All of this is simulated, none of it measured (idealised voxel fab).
Process module heading - voxel wiring stack
We display cut, a cross-section 250 nm in width whose square cells are each 5 nm.
This document writes a cross-section as a grid whose cells are square, and gives it as bands, listed from the top down; one or more rows of cells form a band. Band: top and bottom heights (nm) first, top before bottom; then materials from left to right, widths in nm. "edge to edge" marks a sole material filling the band edge to edge. "blank" denotes empty space. Height 0 is the level under which the wafer as received is all one material. The lowest band goes on downwards, as in "0 down". Width: "30 to 40" (first number = top row, second number = bottom row, same change from row to row of cells). Where a step carries "no alteration", the cross-section came out of it unchanged, cell for cell. Voids not open to the top, 8 cells minimum: see "Internal closed voids". Written width x height at distance; distance is from the left edge; nm. Where a step's line continues beyond its settings, the continuation is a remark by the simulator itself on that step. The "overlay nm" setting may appear on a step's line; for a step that uses a mask, it gives how far to the right of its planned position the mask lay, and a negative value indicates the left. Structure of the following material. The material consists of pairs of cross-sections. Each pair comprises the cross-section before one process step and the cross-section after that step, the latter shown only down to the lowest band that changed. The step between the cross-sections is specified beneath each pair, including its settings. Pairs are not necessarily consecutive: they may derive from different runs of this module performed on the same starting wafer. Continuity with the pair above is to be assumed only where the entry headed "Geometry before processing" of the pair in question states it.
Geometry before processing:
* 80 to 75: lowk: 55  blank: 15  lowk: 35  blank: 15  lowk: 35  blank: 15  lowk: 80
* 75 to 70: lowk: 55  Ru: 15  lowk: 35  Ru: 15  lowk: 35  Ru: 15  lowk: 80
* 70 to 65: SiCN: 55  Ru: 15  SiCN: 35  Ru: 15  SiCN: 35  Ru: 15  SiCN: 80
* 65 to 50: lowk: 60  TiN: 5  Ru: 20  TiN: 5  lowk: 20  TiN: 5  Ru: 20  TiN: 5  lowk: 20  TiN: 5  Ru: 20  TiN: 5  lowk: 60
* 50 to 45: lowk: 60  TiN: 5  Ru: 5  TiN: 20  lowk: 20  TiN: 30  lowk: 20  TiN: 5  Ru: 5  TiN: 20  lowk: 60
* 45 to 35: lowk: 60  TiN: 5  Ru: 5  TiN: 5  lowk: 85  TiN: 5  Ru: 5  TiN: 5  lowk: 75
* 35 to 30: SiCN: 60  TiN: 15  SiCN: 85  TiN: 15  SiCN: 75
* 30 to 15: SiO2: 60  Ru: 30  SiO2: 20  Ru: 30  SiO2: 20  Ru: 30  SiO2: 60
* 15 to 10: SiO2: 60  TiN: 30  SiO2: 20  TiN: 30  SiO2: 20  TiN: 30  SiO2: 60
* 10 to 0: SiO2 edge to edge
* 0 down: Si edge to edge
* Internal closed voids: none
Resultant Cross-Section:
* 80 to 70: lowk: 55  Ru: 15  lowk: 35  Ru: 15  lowk: 35  Ru: 15  lowk: 80
* All layers under 70 are left as they were.
* Internal closed voids: none
So what happened between those two cross-sections up there? EPI (material Ru; thk nm 5)
Geometry before processing: For the state before this step, see the after cross-section of the pair located directly above.
Resultant Cross-Section:
* 85 to 80: SiCN edge to edge
* All layers under 80 are left as they were.
* Internal closed voids: none
So what happened between those two cross-sections up there? CONFORMAL_DEP (material SiCN; thk nm 5)
Geometry before processing: For the state before this step, see the after cross-section of the pair located directly above.
Resultant Cross-Section:
* 110 to 85: SiO2 edge to edge
* All layers under 85 are left as they were.
* Internal closed voids: none
So what happened between those two cross-sections up there? DIRECTIONAL_DEP (material SiO2; thk nm 25)
Geometry before processing: For the state before this step, see the after cross-section of the pair located directly above.
Resultant Cross-Section:
* 125 to 110: resist: 60  blank: 30  resist: 20  blank: 30  resist: 20  blank: 30  resist: 60
* All layers under 110 are left as they were.
* Internal closed voids: none
So what happened between those two cross-sections up there? PATTERN (tone open; mask id METAL_3; material resist; width nm 30; pitch nm 50; thk nm 15; overlay nm 0)
Geometry before processing: For the state before this step, see the after cross-section of the pair located directly above.
Resultant Cross-Section:
* 125 to 110: resist: 60  blank: 30  resist: 20  blank: 30  resist: 20  blank: 30  resist: 60
* 110 to 85: SiO2: 60  blank: 30  SiO2: 20  blank: 30  SiO2: 20  blank: 30  SiO2: 60
* All layers under 85 are left as they were.
* Internal closed voids: none
So what happened between those two cross-sections up there? DIRECTIONAL_ETCH (etch materials SiO2; depth nm 25)
Geometry before processing: For the state before this step, see the after cross-section of the pair located directly above.
Resultant Cross-Section:
* 125 to 110: resist: 60  blank: 30  resist: 20  blank: 30  resist: 20  blank: 30  resist: 60
* 110 to 85: SiO2: 60  blank: 30  SiO2: 20  blank: 30  SiO2: 20  blank: 30  SiO2: 60
* 85 to 80: SiCN: 60  blank: 30  SiCN: 20  blank: 30  SiCN: 20  blank: 30  SiCN: 60
* All layers under 80 are left as they were.
* Internal closed voids: none
So what happened between those two cross-sections up there? DIRECTIONAL_ETCH (etch materials SiCN; depth nm 5)
Geometry before processing: For the state before this step, see the after cross-section of the pair located directly above.
Resultant Cross-Section:
* 110 to 85: SiO2: 60  blank: 30  SiO2: 20  blank: 30  SiO2: 20  blank: 30  SiO2: 60
* All layers under 85 are left as they were.
* Internal closed voids: none
So what happened between those two cross-sections up there? STRIP (etch materials resist)
Geometry before processing: For the state before this step, see the after cross-section of the pair located directly above.
Resultant Cross-Section:
* 115 to 110: TiN: 65  blank: 20  TiN: 30  blank: 20  TiN: 30  blank: 20  TiN: 65
* 110 to 85: SiO2: 60  TiN: 5  blank: 20  TiN: 5  SiO2: 20  TiN: 5  blank: 20  TiN: 5  SiO2: 20  TiN: 5  blank: 20  TiN: 5  SiO2: 60
* 85 to 80: SiCN: 60  TiN: 30  SiCN: 20  TiN: 30  SiCN: 20  TiN: 30  SiCN: 60
* All layers under 80 are left as they were.
* Internal closed voids: none
So what happened between those two cross-sections up there? CONFORMAL_DEP (material TiN; thk nm 5)
Geometry before processing: For the state before this step, see the after cross-section of the pair located directly above.
Resultant Cross-Section:
* 120 to 115: Ru edge to edge
* 115 to 110: TiN: 65  Ru: 20  TiN: 30  Ru: 20  TiN: 30  Ru: 20  TiN: 65
* 110 to 85: SiO2: 60  TiN: 5  Ru: 20  TiN: 5  SiO2: 20  TiN: 5  Ru: 20  TiN: 5  SiO2: 20  TiN: 5  Ru: 20  TiN: 5  SiO2: 60
* All layers under 85 are left as they were.
* Internal closed voids: none
So what happened between those two cross-sections up there? FILL_DEP (material Ru; thk nm 5)
Geometry before processing: For the state before this step, see the after cross-section of the pair located directly above.
Resultant Cross-Section:
* 110 to 85: SiO2: 60  TiN: 5  Ru: 20  TiN: 5  SiO2: 20  TiN: 5  Ru: 20  TiN: 5  SiO2: 20  TiN: 5  Ru: 20  TiN: 5  SiO2: 60
* All layers under 85 are left as they were.
* Internal closed voids: none
So what happened between those two cross-sections up there? CMP (height nm 110)
Geometry before processing: For the state before this step, see the after cross-section of the pair located directly above.
Resultant Cross-Section:
* 115 to 110: SiN edge to edge
* All layers under 110 are left as they were.
* Internal closed voids: none
So what happened between those two cross-sections up there? CONFORMAL_DEP (material SiN; thk nm 5)
Geometry before processing:
* 0 down: Si edge to edge
* Internal closed voids: none
Resultant Cross-Section:
* 10 to 0: Ru edge to edge
* All layers under 0 are left as they were.
* Internal closed voids: none
So what happened between those two cross-sections up there? CONFORMAL_DEP (material Ru; thk nm 10)
Geometry before processing: For the state before this step, see the after cross-section of the pair located directly above.
Resultant Cross-Section:
* 15 to 10: TiN edge to edge
* All layers under 10 are left as they were.
* Internal closed voids: none
So what happened between those two cross-sections up there? DIRECTIONAL_DEP (material TiN; thk nm 5)
Geometry before processing: For the state before this step, see the after cross-section of the pair located directly above.
Resultant Cross-Section:
* 30 to 15: Ru edge to edge
* All layers under 15 are left as they were.
* Internal closed voids: none
So what happened between those two cross-sections up there? DIRECTIONAL_DEP (material Ru; thk nm 15)
Geometry before processing: For the state before this step, see the after cross-section of the pair located directly above.
Resultant Cross-Section:
* 40 to 30: aC edge to edge
* All layers under 30 are left as they were.
* Internal closed voids: none
So what happened between those two cross-sections up there? DIRECTIONAL_DEP (material aC; thk nm 10)
Geometry before processing: For the state before this step, see the after cross-section of the pair located directly above.
Resultant Cross-Section:
* 65 to 40: blank: 60  resist: 30  blank: 20  resist: 30  blank: 20  resist: 30  blank: 60
* All layers under 40 are left as they were.
* Internal closed voids: none
So what happened between those two cross-sections up there? PATTERN (tone cover; mask id METAL_1; material resist; width nm 30; pitch nm 50; thk nm 25; overlay nm 0)
Geometry before processing: For the state before this step, see the after cross-section of the pair located directly above.
Resultant Cross-Section:
* 55 to 40: blank: 60  resist: 30  blank: 20  resist: 30  blank: 20  resist: 30  blank: 60
* 40 to 30: blank: 60  aC: 30  blank: 20  aC: 30  blank: 20  aC: 30  blank: 60
* All layers under 30 are left as they were.
* Internal closed voids: none
So what happened between those two cross-sections up there? DIRECTIONAL_ETCH (etch materials aC; depth nm 10)
Geometry before processing: For the state before this step, see the after cross-section of the pair located directly above.
Resultant Cross-Section:
* 40 to 30: blank: 60  aC: 30  blank: 20  aC: 30  blank: 20  aC: 30  blank: 60
* All layers under 30 are left as they were.
* Internal closed voids: none
So what happened between those two cross-sections up there? STRIP (etch materials resist)
Geometry before processing: For the state before this step, see the after cross-section of the pair located directly above.
Resultant Cross-Section:
* 40 to 30: blank: 60  aC: 30  blank: 20  aC: 30  blank: 20  aC: 30  blank: 60
* 30 to 15: blank: 60  Ru: 30  blank: 20  Ru: 30  blank: 20  Ru: 30  blank: 60
* All layers under 15 are left as they were.
* Internal closed voids: none
So what happened between those two cross-sections up there? DIRECTIONAL_ETCH (etch materials Ru; depth nm 15)
Geometry before processing: For the state before this step, see the after cross-section of the pair located directly above.
Resultant Cross-Section:
* 40 to 30: blank: 60  aC: 30  blank: 20  aC: 30  blank: 20  aC: 30  blank: 60
* 30 to 15: blank: 60  Ru: 30  blank: 20  Ru: 30  blank: 20  Ru: 30  blank: 60
* 15 to 10: blank: 60  TiN: 30  blank: 20  TiN: 30  blank: 20  TiN: 30  blank: 60
* All layers under 10 are left as they were.
* Internal closed voids: none
So what happened between those two cross-sections up there? DIRECTIONAL_ETCH (etch materials TiN; depth nm 5)
Geometry before processing: For the state before this step, see the after cross-section of the pair located directly above.
Resultant Cross-Section:
* 30 to 15: blank: 60  Ru: 30  blank: 20  Ru: 30  blank: 20  Ru: 30  blank: 60
* All layers under 15 are left as they were.
* Internal closed voids: none
So what happened between those two cross-sections up there? STRIP (etch materials aC)
Geometry before processing: For the state before this step, see the after cross-section of the pair located directly above.
Resultant Cross-Section:
* 35 to 30: SiO2 edge to edge
* 30 to 15: SiO2: 60  Ru: 30  SiO2: 20  Ru: 30  SiO2: 20  Ru: 30  SiO2: 60
* 15 to 10: SiO2: 60  TiN: 30  SiO2: 20  TiN: 30  SiO2: 20  TiN: 30  SiO2: 60
* All layers under 10 are left as they were.
* Internal closed voids: none
So what happened between those two cross-sections up there? FILL_DEP (material SiO2; thk nm 5)
Geometry before processing: For the state before this step, see the after cross-section of the pair located directly above.
Resultant Cross-Section:
* 30 to 15: SiO2: 60  Ru: 30  SiO2: 20  Ru: 30  SiO2: 20  Ru: 30  SiO2: 60
* All layers under 15 are left as they were.
* Internal closed voids: none
So what happened between those two cross-sections up there? CMP (height nm 30)
Geometry before processing: For the state before this step, see the after cross-section of the pair located directly above.
Resultant Cross-Section:
* 35 to 30: SiCN edge to edge
* All layers under 30 are left as they were.
* Internal closed voids: none
So what happened between those two cross-sections up there? CONFORMAL_DEP (material SiCN; thk nm 5)
Geometry before processing: For the state before this step, see the after cross-section of the pair located directly above.
Resultant Cross-Section:
* 65 to 35: lowk edge to edge
* All layers under 35 are left as they were.
* Internal closed voids: none
So what happened between those two cross-sections up there? DIRECTIONAL_DEP (material lowk; thk nm 30)
Geometry before processing: For the state before this step, see the after cross-section of the pair located directly above.
Resultant Cross-Section:
* 65 to 45: lowk: 60  blank: 30  lowk: 20  blank: 30  lowk: 20  blank: 30  lowk: 60
* All layers under 45 are left as they were.
* Internal closed voids: none
So what happened between those two cross-sections up there? MASKED_ETCH (tone open; mask id METAL_2; width nm 30; pitch nm 50; etch materials lowk; depth nm 20; overlay nm 0)
Geometry before processing: For the state before this step, see the after cross-section of the pair located directly above.
Resultant Cross-Section:
* 65 to 45: lowk: 60  blank: 30  lowk: 20  blank: 30  lowk: 20  blank: 30  lowk: 60
* 45 to 35: lowk: 60  blank: 15  lowk: 85  blank: 15  lowk: 75
* All layers under 35 are left as they were.
* Internal closed voids: none
So what happened between those two cross-sections up there? MASKED_ETCH (tone open; mask id METAL_2_HOLES; width nm 15; pitch nm 100; etch materials lowk; depth nm 10; overlay nm 0)
Geometry before processing: For the state before this step, see the after cross-section of the pair located directly above.
Resultant Cross-Section:
* 65 to 45: lowk: 60  blank: 30  lowk: 20  blank: 30  lowk: 20  blank: 30  lowk: 60
* 45 to 35: lowk: 60  blank: 15  lowk: 85  blank: 15  lowk: 75
* 35 to 30: SiCN: 60  blank: 15  SiCN: 85  blank: 15  SiCN: 75
* All layers under 30 are left as they were.
* Internal closed voids: none
So what happened between those two cross-sections up there? MASKED_ETCH (tone open; mask id METAL_2_HOLES; width nm 15; pitch nm 100; etch materials SiCN; depth nm 5; overlay nm 0)
Geometry before processing: For the state before this step, see the after cross-section of the pair located directly above.
Resultant Cross-Section:
* 70 to 65: TiN: 65  blank: 20  TiN: 30  blank: 20  TiN: 30  blank: 20  TiN: 65
* 65 to 50: lowk: 60  TiN: 5  blank: 20  TiN: 5  lowk: 20  TiN: 5  blank: 20  TiN: 5  lowk: 20  TiN: 5  blank: 20  TiN: 5  lowk: 60
* 50 to 45: lowk: 60  TiN: 5  blank: 5  TiN: 20  lowk: 20  TiN: 30  lowk: 20  TiN: 5  blank: 5  TiN: 20  lowk: 60
* 45 to 35: lowk: 60  TiN: 5  blank: 5  TiN: 5  lowk: 85  TiN: 5  blank: 5  TiN: 5  lowk: 75
* 35 to 30: SiCN: 60  TiN: 15  SiCN: 85  TiN: 15  SiCN: 75
* All layers under 30 are left as they were.
* Internal closed voids: none
So what happened between those two cross-sections up there? CONFORMAL_DEP (material TiN; thk nm 5)
Geometry before processing: For the state before this step, see the after cross-section of the pair located directly above.
Resultant Cross-Section:
* 75 to 70: Ru edge to edge
* 70 to 65: TiN: 65  Ru: 20  TiN: 30  Ru: 20  TiN: 30  Ru: 20  TiN: 65
* 65 to 50: lowk: 60  TiN: 5  Ru: 20  TiN: 5  lowk: 20  TiN: 5  Ru: 20  TiN: 5  lowk: 20  TiN: 5  Ru: 20  TiN: 5  lowk: 60
* 50 to 45: lowk: 60  TiN: 5  Ru: 5  TiN: 20  lowk: 20  TiN: 30  lowk: 20  TiN: 5  Ru: 5  TiN: 20  lowk: 60
* 45 to 35: lowk: 60  TiN: 5  Ru: 5  TiN: 5  lowk: 85  TiN: 5  Ru: 5  TiN: 5  lowk: 75
* All layers under 35 are left as they were.
* Internal closed voids: none
So what happened between those two cross-sections up there? FILL_DEP (material Ru; thk nm 5)
Geometry before processing: For the state before this step, see the after cross-section of the pair located directly above.
Resultant Cross-Section:
* 65 to 50: lowk: 60  TiN: 5  Ru: 20  TiN: 5  lowk: 20  TiN: 5  Ru: 20  TiN: 5  lowk: 20  TiN: 5  Ru: 20  TiN: 5  lowk: 60
* All layers under 50 are left as they were.
* Internal closed voids: none
So what happened between those two cross-sections up there? CMP (height nm 65)
Geometry before processing: For the state before this step, see the after cross-section of the pair located directly above.
Resultant Cross-Section:
* 70 to 65: SiCN edge to edge
* All layers under 65 are left as they were.
* Internal closed voids: none
So what happened between those two cross-sections up there? CONFORMAL_DEP (material SiCN; thk nm 5)
Geometry before processing: For the state before this step, see the after cross-section of the pair located directly above.
Resultant Cross-Section:
* 80 to 70: lowk edge to edge
* All layers under 70 are left as they were.
* Internal closed voids: none
So what happened between those two cross-sections up there? DIRECTIONAL_DEP (material lowk; thk nm 10)
Geometry before processing: For the state before this step, see the after cross-section of the pair located directly above.
Resultant Cross-Section:
* 100 to 80: resist: 60  blank: 15  resist: 35  blank: 15  resist: 35  blank: 15  resist: 75
* All layers under 80 are left as they were.
* Internal closed voids: none
So what happened between those two cross-sections up there? PATTERN (tone open; mask id PLUG_2; material resist; width nm 15; pitch nm 50; thk nm 20; overlay nm 0)
Geometry before processing: For the state before this step, see the after cross-section of the pair located directly above.
Resultant Cross-Section:
* 100 to 80: resist: 60  blank: 15  resist: 35  blank: 15  resist: 35  blank: 15  resist: 75
* 80 to 70: lowk: 60  blank: 15  lowk: 35  blank: 15  lowk: 35  blank: 15  lowk: 75
* All layers under 70 are left as they were.
* Internal closed voids: none
So what happened between those two cross-sections up there? DIRECTIONAL_ETCH (etch materials lowk; depth nm 10)
Geometry before processing: For the state before this step, see the after cross-section of the pair located directly above.
Resultant Cross-Section:
* 100 to 80: resist: 60  blank: 15  resist: 35  blank: 15  resist: 35  blank: 15  resist: 75
* 80 to 70: lowk: 60  blank: 15  lowk: 35  blank: 15  lowk: 35  blank: 15  lowk: 75
* 70 to 65: SiCN: 60  blank: 15  SiCN: 35  blank: 15  SiCN: 35  blank: 15  SiCN: 75
* All layers under 65 are left as they were.
* Internal closed voids: none
So what happened between those two cross-sections up there? DIRECTIONAL_ETCH (etch materials SiCN; depth nm 5)
Geometry before processing: For the state before this step, see the after cross-section of the pair located directly above.
Resultant Cross-Section:
* 80 to 70: lowk: 60  blank: 15  lowk: 35  blank: 15  lowk: 35  blank: 15  lowk: 75
* All layers under 70 are left as they were.
* Internal closed voids: none
So what happened between those two cross-sections up there? STRIP (etch materials resist)
Geometry before processing: For the state before this step, see the after cross-section of the pair located directly above.
Resultant Cross-Section:
* 80 to 75: lowk: 60  blank: 15  lowk: 35  blank: 15  lowk: 35  blank: 15  lowk: 75
* 75 to 70: lowk: 60  Ru: 15  lowk: 35  Ru: 15  lowk: 35  Ru: 15  lowk: 75
* 70 to 65: SiCN: 60  Ru: 15  SiCN: 35  Ru: 15  SiCN: 35  Ru: 15  SiCN: 75
* All layers under 65 are left as they were.
* Internal closed voids: none
So what happened between those two cross-sections up there? EPI (material Ru; thk nm 10)
Geometry before processing: For the state before this step, see the after cross-section of the pair located directly above.
Resultant Cross-Section:
* 80 to 70: lowk: 60  Ru: 15  lowk: 35  Ru: 15  lowk: 35  Ru: 15  lowk: 75
* All layers under 70 are left as they were.
* Internal closed voids: none
So what happened between those two cross-sections up there? EPI (material Ru; thk nm 5)
Geometry before processing: For the state before this step, see the after cross-section of the pair located directly above.
Resultant Cross-Section:
* 85 to 80: SiCN edge to edge
* All layers under 80 are left as they were.
* Internal closed voids: none
So what happened between those two cross-sections up there? CONFORMAL_DEP (material SiCN; thk nm 5)
Geometry before processing: For the state before this step, see the after cross-section of the pair located directly above.
Resultant Cross-Section:
* 110 to 85: SiO2 edge to edge
* All layers under 85 are left as they were.
* Internal closed voids: none
So what happened between those two cross-sections up there? DIRECTIONAL_DEP (material SiO2; thk nm 25)
Geometry before processing: For the state before this step, see the after cross-section of the pair located directly above.
Resultant Cross-Section:
* 125 to 110: resist: 60  blank: 30  resist: 20  blank: 30  resist: 20  blank: 30  resist: 60
* All layers under 110 are left as they were.
* Internal closed voids: none
So what happened between those two cross-sections up there? PATTERN (tone open; mask id METAL_3; material resist; width nm 30; pitch nm 50; thk nm 15; overlay nm 0)
Geometry before processing: For the state before this step, see the after cross-section of the pair located directly above.
Resultant Cross-Section:
* 125 to 110: resist: 60  blank: 30  resist: 20  blank: 30  resist: 20  blank: 30  resist: 60
* 110 to 85: SiO2: 60  blank: 30  SiO2: 20  blank: 30  SiO2: 20  blank: 30  SiO2: 60
* All layers under 85 are left as they were.
* Internal closed voids: none
So what happened between those two cross-sections up there? DIRECTIONAL_ETCH (etch materials SiO2; depth nm 25)
Geometry before processing: For the state before this step, see the after cross-section of the pair located directly above.
Resultant Cross-Section:
* 125 to 110: resist: 60  blank: 30  resist: 20  blank: 30  resist: 20  blank: 30  resist: 60
* 110 to 85: SiO2: 60  blank: 30  SiO2: 20  blank: 30  SiO2: 20  blank: 30  SiO2: 60
* 85 to 80: SiCN: 60  blank: 30  SiCN: 20  blank: 30  SiCN: 20  blank: 30  SiCN: 60
* All layers under 80 are left as they were.
* Internal closed voids: none
So what happened between those two cross-sections up there? DIRECTIONAL_ETCH (etch materials SiCN; depth nm 5)
Geometry before processing: For the state before this step, see the after cross-section of the pair located directly above.
Resultant Cross-Section:
* 110 to 85: SiO2: 60  blank: 30  SiO2: 20  blank: 30  SiO2: 20  blank: 30  SiO2: 60
* All layers under 85 are left as they were.
* Internal closed voids: none
So what happened between those two cross-sections up there? STRIP (etch materials resist)
Geometry before processing: For the state before this step, see the after cross-section of the pair located directly above.
Resultant Cross-Section:
* 115 to 110: TiN: 65  blank: 20  TiN: 30  blank: 20  TiN: 30  blank: 20  TiN: 65
* 110 to 85: SiO2: 60  TiN: 5  blank: 20  TiN: 5  SiO2: 20  TiN: 5  blank: 20  TiN: 5  SiO2: 20  TiN: 5  blank: 20  TiN: 5  SiO2: 60
* 85 to 80: SiCN: 60  TiN: 30  SiCN: 20  TiN: 30  SiCN: 20  TiN: 30  SiCN: 60
* All layers under 80 are left as they were.
* Internal closed voids: none
So what happened between those two cross-sections up there? CONFORMAL_DEP (material TiN; thk nm 5)
Geometry before processing: For the state before this step, see the after cross-section of the pair located directly above.
Resultant Cross-Section:
* 120 to 115: Ru edge to edge
* 115 to 110: TiN: 65  Ru: 20  TiN: 30  Ru: 20  TiN: 30  Ru: 20  TiN: 65
* 110 to 85: SiO2: 60  TiN: 5  Ru: 20  TiN: 5  SiO2: 20  TiN: 5  Ru: 20  TiN: 5  SiO2: 20  TiN: 5  Ru: 20  TiN: 5  SiO2: 60
* All layers under 85 are left as they were.
* Internal closed voids: none
So what happened between those two cross-sections up there? FILL_DEP (material Ru; thk nm 5)
Geometry before processing: For the state before this step, see the after cross-section of the pair located directly above.
Resultant Cross-Section:
* 110 to 85: SiO2: 60  TiN: 5  Ru: 20  TiN: 5  SiO2: 20  TiN: 5  Ru: 20  TiN: 5  SiO2: 20  TiN: 5  Ru: 20  TiN: 5  SiO2: 60
* All layers under 85 are left as they were.
* Internal closed voids: none
So what happened between those two cross-sections up there? CMP (height nm 110)
Geometry before processing: For the state before this step, see the after cross-section of the pair located directly above.
Resultant Cross-Section:
* 115 to 110: SiN edge to edge
* All layers under 110 are left as they were.
* Internal closed voids: none
So what happened between those two cross-sections up there? CONFORMAL_DEP (material SiN; thk nm 5)
Geometry before processing:
* 110 to 85: SiO2 edge to edge
* 85 to 80: SiCN edge to edge
* 80 to 70: lowk: 60  Ru: 15  lowk: 35  Ru: 15  lowk: 35  Ru: 15  lowk: 75
* 70 to 65: SiCN: 60  Ru: 15  SiCN: 35  Ru: 15  SiCN: 35  Ru: 15  SiCN: 75
* 65 to 50: lowk: 60  TiN: 5  Ru: 20  TiN: 5  lowk: 20  TiN: 5  Ru: 20  TiN: 5  lowk: 20  TiN: 5  Ru: 20  TiN: 5  lowk: 60
* 50 to 45: lowk: 60  TiN: 5  Ru: 5  TiN: 20  lowk: 20  TiN: 30  lowk: 20  TiN: 5  Ru: 5  TiN: 20  lowk: 60
* 45 to 35: lowk: 60  TiN: 5  Ru: 5  TiN: 5  lowk: 85  TiN: 5  Ru: 5  TiN: 5  lowk: 75
* 35 to 30: SiCN: 60  TiN: 15  SiCN: 85  TiN: 15  SiCN: 75
* 30 to 15: SiO2: 60  Ru: 30  SiO2: 20  Ru: 30  SiO2: 20  Ru: 30  SiO2: 60
* 15 to 10: SiO2: 60  TiN: 30  SiO2: 20  TiN: 30  SiO2: 20  TiN: 30  SiO2: 60
* 10 to 0: SiO2 edge to edge
* 0 down: Si edge to edge
* Internal closed voids: none
Resultant Cross-Section:
* 125 to 110: blank: 60  resist: 30  blank: 20  resist: 30  blank: 20  resist: 30  blank: 60
* All layers under 110 are left as they were.
* Internal closed voids: none
So what happened between those two cross-sections up there? PATTERN (tone cover; mask id METAL_3; material resist; width nm 30; pitch nm 50; thk nm 15; overlay nm 0)
Geometry before processing: For the state before this step, see the after cross-section of the pair located directly above.
Resultant Cross-Section:
* 125 to 110: blank: 60  resist: 30  blank: 20  resist: 30  blank: 20  resist: 30  blank: 60
* 110 to 85: blank: 60  SiO2: 30  blank: 20  SiO2: 30  blank: 20  SiO2: 30  blank: 60
* All layers under 85 are left as they were.
* Internal closed voids: none
So what happened between those two cross-sections up there? DIRECTIONAL_ETCH (etch materials SiO2; depth nm 25)
Geometry before processing: For the state before this step, see the after cross-section of the pair located directly above.
Resultant Cross-Section:
* 125 to 110: blank: 60  resist: 30  blank: 20  resist: 30  blank: 20  resist: 30  blank: 60
* 110 to 85: blank: 60  SiO2: 30  blank: 20  SiO2: 30  blank: 20  SiO2: 30  blank: 60
* 85 to 80: blank: 60  SiCN: 30  blank: 20  SiCN: 30  blank: 20  SiCN: 30  blank: 60
* All layers under 80 are left as they were.
* Internal closed voids: none
So what happened between those two cross-sections up there? DIRECTIONAL_ETCH (etch materials SiCN; depth nm 5)
Geometry before processing: For the state before this step, see the after cross-section of the pair located directly above.
Resultant Cross-Section:
* 110 to 85: blank: 60  SiO2: 30  blank: 20  SiO2: 30  blank: 20  SiO2: 30  blank: 60
* All layers under 85 are left as they were.
* Internal closed voids: none
So what happened between those two cross-sections up there? STRIP (etch materials resist)
Geometry before processing: For the state before this step, see the after cross-section of the pair located directly above.
Resultant Cross-Section:
* 115 to 110: blank: 55  TiN: 40  blank: 10  TiN: 40  blank: 10  TiN: 40  blank: 55
* 110 to 85: blank: 55  TiN: 5  SiO2: 30  TiN: 5  blank: 10  TiN: 5  SiO2: 30  TiN: 5  blank: 10  TiN: 5  SiO2: 30  TiN: 5  blank: 55
* 85 to 80: TiN: 60  SiCN: 30  TiN: 20  SiCN: 30  TiN: 20  SiCN: 30  TiN: 60
* All layers under 80 are left as they were.
* Internal closed voids: none
So what happened between those two cross-sections up there? CONFORMAL_DEP (material TiN; thk nm 5)
Geometry before processing: For the state before this step, see the after cross-section of the pair located directly above.
Resultant Cross-Section:
* 120 to 115: Ru edge to edge
* 115 to 110: Ru: 55  TiN: 40  Ru: 10  TiN: 40  Ru: 10  TiN: 40  Ru: 55
* 110 to 85: Ru: 55  TiN: 5  SiO2: 30  TiN: 5  Ru: 10  TiN: 5  SiO2: 30  TiN: 5  Ru: 10  TiN: 5  SiO2: 30  TiN: 5  Ru: 55
* All layers under 85 are left as they were.
* Internal closed voids: none
So what happened between those two cross-sections up there? FILL_DEP (material Ru; thk nm 5)
Geometry before processing: For the state before this step, see the after cross-section of the pair located directly above.
Resultant Cross-Section:
* 110 to 85: Ru: 55  TiN: 5  SiO2: 30  TiN: 5  Ru: 10  TiN: 5  SiO2: 30  TiN: 5  Ru: 10  TiN: 5  SiO2: 30  TiN: 5  Ru: 55
* All layers under 85 are left as they were.
* Internal closed voids: none
So what happened between those two cross-sections up there? CMP (height nm 110)
Geometry before processing: For the state before this step, see the after cross-section of the pair located directly above.
Resultant Cross-Section:
* 115 to 110: SiN edge to edge
* All layers under 110 are left as they were.
* Internal closed voids: none
So what happened between those two cross-sections up there? CONFORMAL_DEP (material SiN; thk nm 5)
